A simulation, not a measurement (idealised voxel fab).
process module | voxel wiring stack
cross-section cut | 160 nm wide | cells 5 nm
A cross-section is a grid of square cells, given in bands from the top down. A band is one or more rows of cells.
Each band's line starts with the height of the band's top and of its bottom, in nm. Then come its materials from left to right, each with its width in nm. One material with "throughout" fills the band from edge to edge. "air" is empty space.
Height 0 is the level under which the wafer as received is all one material. The lowest band goes on downwards, as in "0 down".
A width such as "30 to 40" changes by the same amount from each row of cells to the next, from the band's top row to its bottom row.
"no change" after a step means that no cell of the cross-section changed.
closed voids: empty space of 8 cells or more with no open way to the top, each as width x height at its distance from the left edge, in nm
after a step's settings: what the simulator itself notes on the step
overlay nm, on a step with a mask: how far to the right of its planned place the mask lay; to the left if negative
plan
1 op RECEIVE | material Si
2 op CONFORMAL_DEP | material SiO2 | thk nm 15
3 op DIRECTIONAL_DEP | material TiN | thk nm 5
4 op DIRECTIONAL_DEP | material Ru | thk nm 20
5 op DIRECTIONAL_DEP | material aC | thk nm 15
6 op PATTERN | tone cover | mask id METAL_1 | material resist | width nm 20 | pitch nm 35 | thk nm 35 | overlay nm 0
7 op DIRECTIONAL_ETCH | etch materials aC | depth nm 15
8 op STRIP | etch materials resist
9 op DIRECTIONAL_ETCH | etch materials Ru | depth nm 20
10 op DIRECTIONAL_ETCH | etch materials TiN | depth nm 5
11 op STRIP | etch materials aC
12 op CONFORMAL_DEP | material SiCN | thk nm 5
13 op FILL_DEP | material SiO2 | thk nm 10
14 op CMP | height nm 40
15 op CONFORMAL_DEP | material SiCN | thk nm 5
16 op DIRECTIONAL_DEP | material lowk | thk nm 30
17 op MASKED_ETCH | tone open | mask id METAL_2 | width nm 20 | pitch nm 35 | etch materials lowk | depth nm 20 | overlay nm 0
18 op DIRECTIONAL_DEP | material aC | thk nm 10
19 op PATTERN | tone open | mask id METAL_2_HOLES | material resist | width nm 15 | pitch nm 70 | thk nm 30 | overlay nm 0
20 op DIRECTIONAL_ETCH | etch materials aC | depth nm 10
21 op STRIP | etch materials resist
22 op DIRECTIONAL_ETCH | etch materials lowk | depth nm 10
23 op DIRECTIONAL_ETCH | etch materials SiCN | depth nm 5
24 op STRIP | etch materials aC
25 op CONFORMAL_DEP | material TiN | thk nm 5
26 op FILL_DEP | material Cu | thk nm 10
27 op CMP | height nm 75
28 op CONFORMAL_DEP | material SiN | thk nm 5
first wafer, as planned
as received, after step 1
  0 down: Si throughout
  closed voids: none
after step 2
  15 to 0: SiO2 throughout
  below 0: unchanged
after step 3
  20 to 15: TiN throughout
  below 15: unchanged
after step 4
  40 to 20: Ru throughout
  below 20: unchanged
after step 5
  55 to 40: aC throughout
  below 40: unchanged
after step 6
  90 to 55: air 15 | resist 20 | air 15 | resist 20 | air 15 | resist 20 | air 15 | resist 20 | air 20
  below 55: unchanged
after step 7
  75 to 55: air 15 | resist 20 | air 15 | resist 20 | air 15 | resist 20 | air 15 | resist 20 | air 20
  55 to 40: air 15 | aC 20 | air 15 | aC 20 | air 15 | aC 20 | air 15 | aC 20 | air 20
  below 40: unchanged
after step 8
  55 to 40: air 15 | aC 20 | air 15 | aC 20 | air 15 | aC 20 | air 15 | aC 20 | air 20
  below 40: unchanged
after step 9
  55 to 40: air 15 | aC 20 | air 15 | aC 20 | air 15 | aC 20 | air 15 | aC 20 | air 20
  40 to 20: air 15 | Ru 20 | air 15 | Ru 20 | air 15 | Ru 20 | air 15 | Ru 20 | air 20
  below 20: unchanged
after step 10
  55 to 40: air 15 | aC 20 | air 15 | aC 20 | air 15 | aC 20 | air 15 | aC 20 | air 20
  40 to 20: air 15 | Ru 20 | air 15 | Ru 20 | air 15 | Ru 20 | air 15 | Ru 20 | air 20
  20 to 15: air 15 | TiN 20 | air 15 | TiN 20 | air 15 | TiN 20 | air 15 | TiN 20 | air 20
  below 15: unchanged
after step 11
  40 to 20: air 15 | Ru 20 | air 15 | Ru 20 | air 15 | Ru 20 | air 15 | Ru 20 | air 20
  below 20: unchanged
after step 12
  45 to 40: air 10 | SiCN 30 | air 5 | SiCN 30 | air 5 | SiCN 30 | air 5 | SiCN 30 | air 15
  40 to 20: air 10 | SiCN 5 | Ru 20 | SiCN 5 | air 5 | SiCN 5 | Ru 20 | SiCN 5 | air 5 | SiCN 5 | Ru 20 | SiCN 5 | air 5 | SiCN 5 | Ru 20 | SiCN 5 | air 15
  20 to 15: SiCN 15 | TiN 20 | SiCN 15 | TiN 20 | SiCN 15 | TiN 20 | SiCN 15 | TiN 20 | SiCN 20
  below 15: unchanged
after step 13
  55 to 45: SiO2 throughout
  45 to 40: SiO2 10 | SiCN 30 | SiO2 5 | SiCN 30 | SiO2 5 | SiCN 30 | SiO2 5 | SiCN 30 | SiO2 15
  40 to 20: SiO2 10 | SiCN 5 | Ru 20 | SiCN 5 | SiO2 5 | SiCN 5 | Ru 20 | SiCN 5 | SiO2 5 | SiCN 5 | Ru 20 | SiCN 5 | SiO2 5 | SiCN 5 | Ru 20 | SiCN 5 | SiO2 15
  below 20: unchanged
after step 14
  40 to 20: SiO2 10 | SiCN 5 | Ru 20 | SiCN 5 | SiO2 5 | SiCN 5 | Ru 20 | SiCN 5 | SiO2 5 | SiCN 5 | Ru 20 | SiCN 5 | SiO2 5 | SiCN 5 | Ru 20 | SiCN 5 | SiO2 15
  below 20: unchanged
after step 15
  45 to 40: SiCN throughout
  below 40: unchanged
after step 16
  75 to 45: lowk throughout
  below 45: unchanged
after step 17
  75 to 55: lowk 15 | air 20 | lowk 15 | air 20 | lowk 15 | air 20 | lowk 15 | air 20 | lowk 20
  below 55: unchanged
after step 18
  85 to 75: aC 15 | air 20 | aC 15 | air 20 | aC 15 | air 20 | aC 15 | air 20 | aC 20
  75 to 65: lowk 15 | air 20 | lowk 15 | air 20 | lowk 15 | air 20 | lowk 15 | air 20 | lowk 20
  65 to 55: lowk 15 | aC 20 | lowk 15 | aC 20 | lowk 15 | aC 20 | lowk 15 | aC 20 | lowk 20
  below 55: unchanged
after step 19
  115 to 85: resist 15 | air 15 | resist 55 | air 15 | resist 60
  85 to 75: aC 15 | air 15 | resist 5 | aC 15 | resist 20 | aC 15 | air 15 | resist 5 | aC 15 | resist 20 | aC 20
  75 to 65: lowk 15 | air 15 | resist 5 | lowk 15 | resist 20 | lowk 15 | air 15 | resist 5 | lowk 15 | resist 20 | lowk 20
  below 65: unchanged
after step 20
  105 to 85: resist 15 | air 15 | resist 55 | air 15 | resist 60
  85 to 75: aC 15 | air 15 | resist 5 | aC 15 | resist 20 | aC 15 | air 15 | resist 5 | aC 15 | resist 20 | aC 20
  75 to 65: lowk 15 | air 15 | resist 5 | lowk 15 | resist 20 | lowk 15 | air 15 | resist 5 | lowk 15 | resist 20 | lowk 20
  65 to 55: lowk 15 | air 15 | aC 5 | lowk 15 | aC 20 | lowk 15 | air 15 | aC 5 | lowk 15 | aC 20 | lowk 20
  below 55: unchanged
after step 21
  85 to 75: aC 15 | air 20 | aC 15 | air 20 | aC 15 | air 20 | aC 15 | air 20 | aC 20
  75 to 65: lowk 15 | air 20 | lowk 15 | air 20 | lowk 15 | air 20 | lowk 15 | air 20 | lowk 20
  below 65: unchanged
after step 22
  85 to 75: aC 15 | air 20 | aC 15 | air 20 | aC 15 | air 20 | aC 15 | air 20 | aC 20
  75 to 65: lowk 15 | air 20 | lowk 15 | air 20 | lowk 15 | air 20 | lowk 15 | air 20 | lowk 20
  65 to 55: lowk 15 | air 15 | aC 5 | lowk 15 | aC 20 | lowk 15 | air 15 | aC 5 | lowk 15 | aC 20 | lowk 20
  55 to 45: lowk 15 | air 15 | lowk 55 | air 15 | lowk 60
  below 45: unchanged
after step 23
  85 to 75: aC 15 | air 20 | aC 15 | air 20 | aC 15 | air 20 | aC 15 | air 20 | aC 20
  75 to 65: lowk 15 | air 20 | lowk 15 | air 20 | lowk 15 | air 20 | lowk 15 | air 20 | lowk 20
  65 to 55: lowk 15 | air 15 | aC 5 | lowk 15 | aC 20 | lowk 15 | air 15 | aC 5 | lowk 15 | aC 20 | lowk 20
  55 to 45: lowk 15 | air 15 | lowk 55 | air 15 | lowk 60
  45 to 40: SiCN 15 | air 15 | SiCN 55 | air 15 | SiCN 60
  below 40: unchanged
after step 24
  75 to 55: lowk 15 | air 20 | lowk 15 | air 20 | lowk 15 | air 20 | lowk 15 | air 20 | lowk 20
  below 55: unchanged
after step 25
  80 to 75: TiN 20 | air 10 | TiN 25 | air 10 | TiN 25 | air 10 | TiN 25 | air 10 | TiN 25
  75 to 60: lowk 15 | TiN 5 | air 10 | TiN 5 | lowk 15 | TiN 5 | air 10 | TiN 5 | lowk 15 | TiN 5 | air 10 | TiN 5 | lowk 15 | TiN 5 | air 10 | TiN 5 | lowk 20
  60 to 55: lowk 15 | TiN 5 | air 5 | TiN 10 | lowk 15 | TiN 20 | lowk 15 | TiN 5 | air 5 | TiN 10 | lowk 15 | TiN 20 | lowk 20
  55 to 45: lowk 15 | TiN 5 | air 5 | TiN 5 | lowk 55 | TiN 5 | air 5 | TiN 5 | lowk 60
  45 to 40: SiCN 15 | TiN 15 | SiCN 55 | TiN 15 | SiCN 60
  below 40: unchanged
after step 26
  90 to 80: Cu throughout
  80 to 75: TiN 20 | Cu 10 | TiN 25 | Cu 10 | TiN 25 | Cu 10 | TiN 25 | Cu 10 | TiN 25
  75 to 60: lowk 15 | TiN 5 | Cu 10 | TiN 5 | lowk 15 | TiN 5 | Cu 10 | TiN 5 | lowk 15 | TiN 5 | Cu 10 | TiN 5 | lowk 15 | TiN 5 | Cu 10 | TiN 5 | lowk 20
  60 to 55: lowk 15 | TiN 5 | Cu 5 | TiN 10 | lowk 15 | TiN 20 | lowk 15 | TiN 5 | Cu 5 | TiN 10 | lowk 15 | TiN 20 | lowk 20
  55 to 45: lowk 15 | TiN 5 | Cu 5 | TiN 5 | lowk 55 | TiN 5 | Cu 5 | TiN 5 | lowk 60
  below 45: unchanged
after step 27
  75 to 60: lowk 15 | TiN 5 | Cu 10 | TiN 5 | lowk 15 | TiN 5 | Cu 10 | TiN 5 | lowk 15 | TiN 5 | Cu 10 | TiN 5 | lowk 15 | TiN 5 | Cu 10 | TiN 5 | lowk 20
  below 60: unchanged
after step 28
  80 to 75: SiN throughout
  below 75: unchanged
second wafer: like start, like plan, one mistake. Through step 1 it matches the first wafer
when step 2 should have ended: no change
when step 3 should have ended
  5 to 0: TiN throughout
  below 0: unchanged
when step 4 should have ended
  25 to 5: Ru throughout
  below 5: unchanged
when step 5 should have ended
  40 to 25: aC throughout
  below 25: unchanged
when step 6 should have ended
  75 to 40: air 15 | resist 20 | air 15 | resist 20 | air 15 | resist 20 | air 15 | resist 20 | air 20
  below 40: unchanged
when step 7 should have ended
  60 to 40: air 15 | resist 20 | air 15 | resist 20 | air 15 | resist 20 | air 15 | resist 20 | air 20
  40 to 25: air 15 | aC 20 | air 15 | aC 20 | air 15 | aC 20 | air 15 | aC 20 | air 20
  below 25: unchanged
when step 8 should have ended
  40 to 25: air 15 | aC 20 | air 15 | aC 20 | air 15 | aC 20 | air 15 | aC 20 | air 20
  below 25: unchanged
when step 9 should have ended
  40 to 25: air 15 | aC 20 | air 15 | aC 20 | air 15 | aC 20 | air 15 | aC 20 | air 20
  25 to 5: air 15 | Ru 20 | air 15 | Ru 20 | air 15 | Ru 20 | air 15 | Ru 20 | air 20
  below 5: unchanged
when step 10 should have ended
  40 to 25: air 15 | aC 20 | air 15 | aC 20 | air 15 | aC 20 | air 15 | aC 20 | air 20
  25 to 5: air 15 | Ru 20 | air 15 | Ru 20 | air 15 | Ru 20 | air 15 | Ru 20 | air 20
  5 to 0: air 15 | TiN 20 | air 15 | TiN 20 | air 15 | TiN 20 | air 15 | TiN 20 | air 20
  below 0: unchanged
when step 11 should have ended
  25 to 5: air 15 | Ru 20 | air 15 | Ru 20 | air 15 | Ru 20 | air 15 | Ru 20 | air 20
  below 5: unchanged
when step 12 should have ended
  30 to 25: air 10 | SiCN 30 | air 5 | SiCN 30 | air 5 | SiCN 30 | air 5 | SiCN 30 | air 15
  25 to 5: air 10 | SiCN 5 | Ru 20 | SiCN 5 | air 5 | SiCN 5 | Ru 20 | SiCN 5 | air 5 | SiCN 5 | Ru 20 | SiCN 5 | air 5 | SiCN 5 | Ru 20 | SiCN 5 | air 15
  5 to 0: SiCN 15 | TiN 20 | SiCN 15 | TiN 20 | SiCN 15 | TiN 20 | SiCN 15 | TiN 20 | SiCN 20
  below 0: unchanged
when step 13 should have ended
  40 to 30: SiO2 throughout
  30 to 25: SiO2 10 | SiCN 30 | SiO2 5 | SiCN 30 | SiO2 5 | SiCN 30 | SiO2 5 | SiCN 30 | SiO2 15
  25 to 5: SiO2 10 | SiCN 5 | Ru 20 | SiCN 5 | SiO2 5 | SiCN 5 | Ru 20 | SiCN 5 | SiO2 5 | SiCN 5 | Ru 20 | SiCN 5 | SiO2 5 | SiCN 5 | Ru 20 | SiCN 5 | SiO2 15
  below 5: unchanged
when step 14 should have ended: no change
when step 15 should have ended
  45 to 40: SiCN throughout
  below 40: unchanged
when step 16 should have ended
  75 to 45: lowk throughout
  below 45: unchanged
when step 17 should have ended
  75 to 55: lowk 15 | air 20 | lowk 15 | air 20 | lowk 15 | air 20 | lowk 15 | air 20 | lowk 20
  below 55: unchanged
when step 18 should have ended
  85 to 75: aC 15 | air 20 | aC 15 | air 20 | aC 15 | air 20 | aC 15 | air 20 | aC 20
  75 to 65: lowk 15 | air 20 | lowk 15 | air 20 | lowk 15 | air 20 | lowk 15 | air 20 | lowk 20
  65 to 55: lowk 15 | aC 20 | lowk 15 | aC 20 | lowk 15 | aC 20 | lowk 15 | aC 20 | lowk 20
  below 55: unchanged
when step 19 should have ended
  115 to 85: resist 15 | air 15 | resist 55 | air 15 | resist 60
  85 to 75: aC 15 | air 15 | resist 5 | aC 15 | resist 20 | aC 15 | air 15 | resist 5 | aC 15 | resist 20 | aC 20
  75 to 65: lowk 15 | air 15 | resist 5 | lowk 15 | resist 20 | lowk 15 | air 15 | resist 5 | lowk 15 | resist 20 | lowk 20
  below 65: unchanged
when step 20 should have ended
  105 to 85: resist 15 | air 15 | resist 55 | air 15 | resist 60
  85 to 75: aC 15 | air 15 | resist 5 | aC 15 | resist 20 | aC 15 | air 15 | resist 5 | aC 15 | resist 20 | aC 20
  75 to 65: lowk 15 | air 15 | resist 5 | lowk 15 | resist 20 | lowk 15 | air 15 | resist 5 | lowk 15 | resist 20 | lowk 20
  65 to 55: lowk 15 | air 15 | aC 5 | lowk 15 | aC 20 | lowk 15 | air 15 | aC 5 | lowk 15 | aC 20 | lowk 20
  below 55: unchanged
when step 21 should have ended
  85 to 75: aC 15 | air 20 | aC 15 | air 20 | aC 15 | air 20 | aC 15 | air 20 | aC 20
  75 to 65: lowk 15 | air 20 | lowk 15 | air 20 | lowk 15 | air 20 | lowk 15 | air 20 | lowk 20
  below 65: unchanged
when step 22 should have ended
  85 to 75: aC 15 | air 20 | aC 15 | air 20 | aC 15 | air 20 | aC 15 | air 20 | aC 20
  75 to 65: lowk 15 | air 20 | lowk 15 | air 20 | lowk 15 | air 20 | lowk 15 | air 20 | lowk 20
  65 to 55: lowk 15 | air 15 | aC 5 | lowk 15 | aC 20 | lowk 15 | air 15 | aC 5 | lowk 15 | aC 20 | lowk 20
  55 to 45: lowk 15 | air 15 | lowk 55 | air 15 | lowk 60
  below 45: unchanged
when step 23 should have ended
  85 to 75: aC 15 | air 20 | aC 15 | air 20 | aC 15 | air 20 | aC 15 | air 20 | aC 20
  75 to 65: lowk 15 | air 20 | lowk 15 | air 20 | lowk 15 | air 20 | lowk 15 | air 20 | lowk 20
  65 to 55: lowk 15 | air 15 | aC 5 | lowk 15 | aC 20 | lowk 15 | air 15 | aC 5 | lowk 15 | aC 20 | lowk 20
  55 to 45: lowk 15 | air 15 | lowk 55 | air 15 | lowk 60
  45 to 40: SiCN 15 | air 15 | SiCN 55 | air 15 | SiCN 60
  below 40: unchanged
when step 24 should have ended
  75 to 55: lowk 15 | air 20 | lowk 15 | air 20 | lowk 15 | air 20 | lowk 15 | air 20 | lowk 20
  below 55: unchanged
when step 25 should have ended
  80 to 75: TiN 20 | air 10 | TiN 25 | air 10 | TiN 25 | air 10 | TiN 25 | air 10 | TiN 25
  75 to 60: lowk 15 | TiN 5 | air 10 | TiN 5 | lowk 15 | TiN 5 | air 10 | TiN 5 | lowk 15 | TiN 5 | air 10 | TiN 5 | lowk 15 | TiN 5 | air 10 | TiN 5 | lowk 20
  60 to 55: lowk 15 | TiN 5 | air 5 | TiN 10 | lowk 15 | TiN 20 | lowk 15 | TiN 5 | air 5 | TiN 10 | lowk 15 | TiN 20 | lowk 20
  55 to 45: lowk 15 | TiN 5 | air 5 | TiN 5 | lowk 55 | TiN 5 | air 5 | TiN 5 | lowk 60
  45 to 40: SiCN 15 | TiN 15 | SiCN 55 | TiN 15 | SiCN 60
  below 40: unchanged
when step 26 should have ended
  90 to 80: Cu throughout
  80 to 75: TiN 20 | Cu 10 | TiN 25 | Cu 10 | TiN 25 | Cu 10 | TiN 25 | Cu 10 | TiN 25
  75 to 60: lowk 15 | TiN 5 | Cu 10 | TiN 5 | lowk 15 | TiN 5 | Cu 10 | TiN 5 | lowk 15 | TiN 5 | Cu 10 | TiN 5 | lowk 15 | TiN 5 | Cu 10 | TiN 5 | lowk 20
  60 to 55: lowk 15 | TiN 5 | Cu 5 | TiN 10 | lowk 15 | TiN 20 | lowk 15 | TiN 5 | Cu 5 | TiN 10 | lowk 15 | TiN 20 | lowk 20
  55 to 45: lowk 15 | TiN 5 | Cu 5 | TiN 5 | lowk 55 | TiN 5 | Cu 5 | TiN 5 | lowk 60
  below 45: unchanged
when step 27 should have ended
  75 to 60: lowk 15 | TiN 5 | Cu 10 | TiN 5 | lowk 15 | TiN 5 | Cu 10 | TiN 5 | lowk 15 | TiN 5 | Cu 10 | TiN 5 | lowk 15 | TiN 5 | Cu 10 | TiN 5 | lowk 20
  below 60: unchanged
when step 28 should have ended
  80 to 75: SiN throughout
  below 75: unchanged
what went wrong: step 2 was left out
at the end the second wafer has, in cells: 24 more of SiCN | 24 fewer of SiO2
